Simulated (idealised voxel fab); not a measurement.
Proc. module: voxel ribs on slabs
Cross-section cut spans 175 nm and uses square cells 5 nm in size.
We lay out every cross-section as a grid of square cells and spell it out in bands from the top down, where one band means one or more rows of cells.
The entry gives the band's vertical extent as a top height and a bottom height in nm, then its horizontal make-up as materials from left to right, each with a width in nm. "blank" stands for empty space; a single material marked "all across" fills the band edge to edge.
Heads up on the height convention: 0 is the point under which the incoming wafer is all one material, and the lowest band has no bottom, it just keeps going down, like "0 down".
With a width like "30->40", each row of cells in the band differs from the next by the same amount, the top row carrying the first number and the bottom row the second.
No cell of the cross-section changed in a step that is given as "remains unaltered".
Voids not open to the top, 8 cells minimum: see "Fully enclosed voids". Written width x height at distance; distance is from the left edge; nm.
What comes after the settings on a step's line is commentary from the simulator itself on that step.
overlay nm: mask offset rightward from planned place, masked step; negative means leftward offset.

[plan]
- 1: RECEIVE: material Si
- 2: DIRECTIONAL_DEP: material SiO2, thk nm 20
- 3: DIRECTIONAL_DEP: material polySi, thk nm 15
- 4: DIRECTIONAL_DEP: material aC, thk nm 15
- 5: PATTERN: tone cover, mask id RIB, material resist, width nm 30, thk nm 35, overlay nm 0
- 6: DIRECTIONAL_ETCH: etch materials aC, depth nm 15
- 7: STRIP: etch materials resist
- 8: DIRECTIONAL_ETCH: etch materials polySi, depth nm 10
- 9: STRIP: etch materials aC
- 10: MASKED_ETCH: tone cover, mask id SLAB, width nm 70, etch materials polySi, depth nm 5, overlay nm 0
- 11: FILL_DEP: material SiO2, thk nm 20
- 12: CMP: height nm 45
- 13: DIRECTIONAL_DEP: material W, thk nm 10
- 14: DIRECTIONAL_DEP: material aC, thk nm 15
- 15: PATTERN: tone cover, mask id HEATER, material resist, width nm 40, thk nm 35, overlay nm 0
- 16: DIRECTIONAL_ETCH: etch materials aC, depth nm 15
- 17: STRIP: etch materials resist
- 18: DIRECTIONAL_ETCH: etch materials W, depth nm 10
- 19: STRIP: etch materials aC
- 20: CONFORMAL_DEP: material SiO2, thk nm 10

[Cross-section of the incoming wafer, state after step 1]
- 0 down | Si all across
- Fully enclosed voids: none

[This is how the wafer looks in cross-section once the module is done, given the starting state and plan above and one mistake in carrying the plan out]
- 65 to 55 | 55 nm blank / 60 nm SiO2 / 60 nm blank
- 55 to 45 | 65 nm SiO2 / 40 nm W / 70 nm SiO2
- 45 to 40 | SiO2 all across
- 40 to 35 | 50 nm SiO2 / 70 nm polySi / 55 nm SiO2
- 35 to 20 | polySi all across
- 20 to 0 | SiO2 all across
- 0 down | Si all across
- Fully enclosed voids: none
Processing error: step 4 was processed under conditions differing from the plan, specifically as DIRECTIONAL_DEP: material polySi, thk nm 15
